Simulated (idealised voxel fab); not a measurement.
The name of this process module is voxel ribs on slabs.
Square cell edge 5 nm, section width 240 nm, ID cut.
Reading order for cross-sections: top band down to bottom band. Underlying form: a grid of square cells. Band size: one or more rows of cells. Quick guide to a band line: top height, bottom height (nm) up front; then every material left to right with its width in nm. Only one material and it's marked "throughout"? Then it fills the band edge to edge. And "air" just means empty space. Heights from 0 (as-received wafer is one material below). Bottom band endless downward, as "top 0, no bottom". A width given as "30 to 40" starts at the first number in the band's top row and ends at the second number in its bottom row, shifting by an equal amount at every step from row to row. What does "remained unchanged" mean for a step? It means no cell of the cross-section changed in that step. Entry "Enclosed void list". Content: empty spaces with no open connection to the top, size 8 cells or greater. Each: width x height at distance. Distance: from left edge. Unit: nm. Post-settings text on a step line: simulator's own remark regarding the step. overlay nm: how far to the right of its planned place the mask lay on this masked step (negative: to the left).
Planned process steps
1 RECEIVE, material Si
2 DIRECTIONAL_DEP, material SiO2, thk nm 20
3 DIRECTIONAL_DEP, material SiN, thk nm 20
4 DIRECTIONAL_DEP, material aC, thk nm 10
5 PATTERN, tone cover, mask id RIB, material resist, width nm 30, thk nm 30, overlay nm 0
6 DIRECTIONAL_ETCH, etch materials aC, depth nm 10
7 STRIP, etch materials resist
8 DIRECTIONAL_ETCH, etch materials SiN, depth nm 15
9 STRIP, etch materials aC
10 MASKED_ETCH, tone cover, mask id SLAB, width nm 60, etch materials SiN, depth nm 5, overlay nm 0
11 FILL_DEP, material SiO2, thk nm 15
12 CMP, height nm 50
13 DIRECTIONAL_DEP, material W, thk nm 5
14 MASKED_ETCH, tone cover, mask id HEATER, width nm 40, etch materials W, depth nm 5, overlay nm 0
15 CONFORMAL_DEP, material SiN, thk nm 10
Cross-section of the wafer as it came to us, i.e., already through step 1
top 0, no bottom | Si throughout
Enclosed void list: none
End-of-module cross-section of the first of two wafers, processed as planned
top 65, bottom 60 | air (90); SiN (60); air (90)
top 60, bottom 55 | SiN throughout
top 55, bottom 50 | SiN (100); W (40); SiN (100)
top 50, bottom 40 | SiO2 throughout
top 40, bottom 25 | SiO2 (105); SiN (30); SiO2 (105)
top 25, bottom 20 | SiO2 (90); SiN (60); SiO2 (90)
top 20, bottom 0 | SiO2 throughout
top 0, no bottom | Si throughout
Enclosed void list: none
Cross-sectional view of the second of two wafers upon completion of the module. This wafer shared its starting condition and process plan with the first; one error was made during its execution
top 55, bottom 50 | air (100); W (40); air (100)
top 50, bottom 40 | SiO2 throughout
top 40, bottom 25 | SiO2 (105); SiN (30); SiO2 (105)
top 25, bottom 20 | SiO2 (90); SiN (60); SiO2 (90)
top 20, bottom 0 | SiO2 throughout
top 0, no bottom | Si throughout
Enclosed void list: none
What was the processing mistake? step 15 was dropped from the plan's execution and never run
Materials where the second wafer ends with more or fewer cells than the first: -100 SiN
